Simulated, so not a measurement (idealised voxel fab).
Process module under the name voxel capacitor over wiring
Displayed cross-section: cut, width of 235 nm, square cells sized 5 nm.
Each cross-section below is a grid of square cells, stated as bands in top-down order, with one or more rows of cells making up each band.
What a band's entry tells you: where the top is and where the bottom is, as heights in nm, and after that what lies inside, material by material from left to right, each with its width in nm. Empty space is written as the word "air", and a single material marked with the word "everywhere" occupies the band from edge to edge.
Heads up on the height convention: 0 is the point under which the incoming wafer is all one material, and the lowest band has no bottom, it just keeps going down, like "top 0, no bottom".
When a width is written as two numbers, as in "30 to 40", the first number is the width in the top row of cells of the band and the second is the width in its bottom row, and the width changes by the same amount from each row to the next.
Take "nothing altered" at face value: in the step it is given for, the cross-section changed in none of its cells.
Listed in "Fully enclosed voids": every empty space of 8 or more cells without an open way to the top. Form: width x height at distance, the distance being from the left edge, all in nm.
If you see something after the settings on a step's line, that's the simulator's own remark about that step.
overlay nm: on a step with a mask, how far right of its planned place the mask lay; negative means left.

[So here's the lineup of process steps we planned]
1,RECEIVE [material Si]
2,CONFORMAL_DEP [material SiO2] [thk nm 15]
3,DIRECTIONAL_DEP [material TiN] [thk nm 5]
4,DIRECTIONAL_DEP [material W] [thk nm 20]
5,DIRECTIONAL_DEP [material aC] [thk nm 15]
6,PATTERN [tone cover] [mask id METAL_1] [material resist] [width nm 25] [pitch nm 85] [thk nm 35] [overlay nm 0]
7,DIRECTIONAL_ETCH [etch materials aC] [depth nm 15]
8,STRIP [etch materials resist]
9,DIRECTIONAL_ETCH [etch materials W] [depth nm 20]
10,DIRECTIONAL_ETCH [etch materials TiN] [depth nm 5]
11,STRIP [etch materials aC]
12,FILL_DEP [material SiO2] [thk nm 10]
13,CMP [height nm 40]
14,CONFORMAL_DEP [material SiCN] [thk nm 5]
15,DIRECTIONAL_DEP [material lowk] [thk nm 15]
16,MASKED_ETCH [tone open] [mask id PLUG_1] [width nm 15] [etch materials lowk] [depth nm 15] [overlay nm 0]
17,MASKED_ETCH [tone open] [mask id PLUG_1] [width nm 15] [etch materials SiCN] [depth nm 5] [overlay nm 0]
18,CONFORMAL_DEP [material TiN] [thk nm 5]
19,FILL_DEP [material Ru] [thk nm 10]
20,CMP [height nm 60]
21,DIRECTIONAL_DEP [material TiN] [thk nm 5]
22,DIRECTIONAL_DEP [material SiN] [thk nm 5]
23,DIRECTIONAL_DEP [material TiN] [thk nm 10]
24,DIRECTIONAL_DEP [material aC] [thk nm 10]
25,PATTERN [tone cover] [mask id UPPER_PLATE] [material resist] [width nm 65] [thk nm 25] [overlay nm 0]
26,DIRECTIONAL_ETCH [etch materials aC] [depth nm 10]
27,STRIP [etch materials resist]
28,DIRECTIONAL_ETCH [etch materials TiN] [depth nm 10]
29,DIRECTIONAL_ETCH [etch materials SiN] [depth nm 5]
30,STRIP [etch materials aC]
31,DIRECTIONAL_DEP [material aC] [thk nm 10]
32,PATTERN [tone cover] [mask id LOWER_PLATE] [material resist] [width nm 75] [thk nm 30] [overlay nm 0]
33,DIRECTIONAL_ETCH [etch materials aC] [depth nm 10]
34,STRIP [etch materials resist]
35,DIRECTIONAL_ETCH [etch materials TiN] [depth nm 5]
36,STRIP [etch materials aC]
37,FILL_DEP [material SiO2] [thk nm 15]
38,CMP [height nm 90]
39,PATTERN [tone open] [mask id PLUG_2] [material resist] [width nm 15] [thk nm 20] [overlay nm 0]
40,DIRECTIONAL_ETCH [etch materials SiO2] [depth nm 10]
41,STRIP [etch materials resist]
42,CONFORMAL_DEP [material TiN] [thk nm 5]
43,FILL_DEP [material Cu] [thk nm 5]
44,CMP [height nm 90]
45,CONFORMAL_DEP [material SiN] [thk nm 5]

[Incoming wafer, cross-sectional view, post step 1]
    top 0, no bottom = Si everywhere
    Fully enclosed voids: none

[Final wafer profile in cross-section after the module, from the same start and plan as above, with one mistake made during processing]
    top 95, bottom 90 = SiN everywhere
    top 90, bottom 85 = 80 of SiO2, then 5 of TiN, then 5 of Cu, then 5 of TiN, then 140 of SiO2
    top 85, bottom 80 = 80 of SiO2, then 15 of TiN, then 140 of SiO2
    top 80, bottom 70 = 70 of SiO2, then 65 of TiN, then 100 of SiO2
    top 70, bottom 65 = 70 of SiO2, then 65 of SiN, then 100 of SiO2
    top 65, bottom 60 = 65 of SiO2, then 75 of TiN, then 95 of SiO2
    top 60, bottom 45 = 70 of lowk, then 5 of TiN, then 5 of Ru, then 5 of TiN, then 150 of lowk
    top 45, bottom 40 = 70 of SiCN, then 15 of TiN, then 150 of SiCN
    top 40, bottom 30 = SiO2 everywhere
    top 30, bottom 20 = 60 of SiO2, then 25 of W, then 60 of SiO2, then 25 of W, then 65 of SiO2
    top 20, bottom 15 = 60 of SiO2, then 25 of TiN, then 60 of SiO2, then 25 of TiN, then 65 of SiO2
    top 15, bottom 0 = SiO2 everywhere
    top 0, no bottom = Si everywhere
    Fully enclosed voids: none
Short version of what went wrong: it should be noted that step 4 was executed with settings other than those planned, the operation and settings actually applied being DIRECTIONAL_DEP [material W] [thk nm 10]
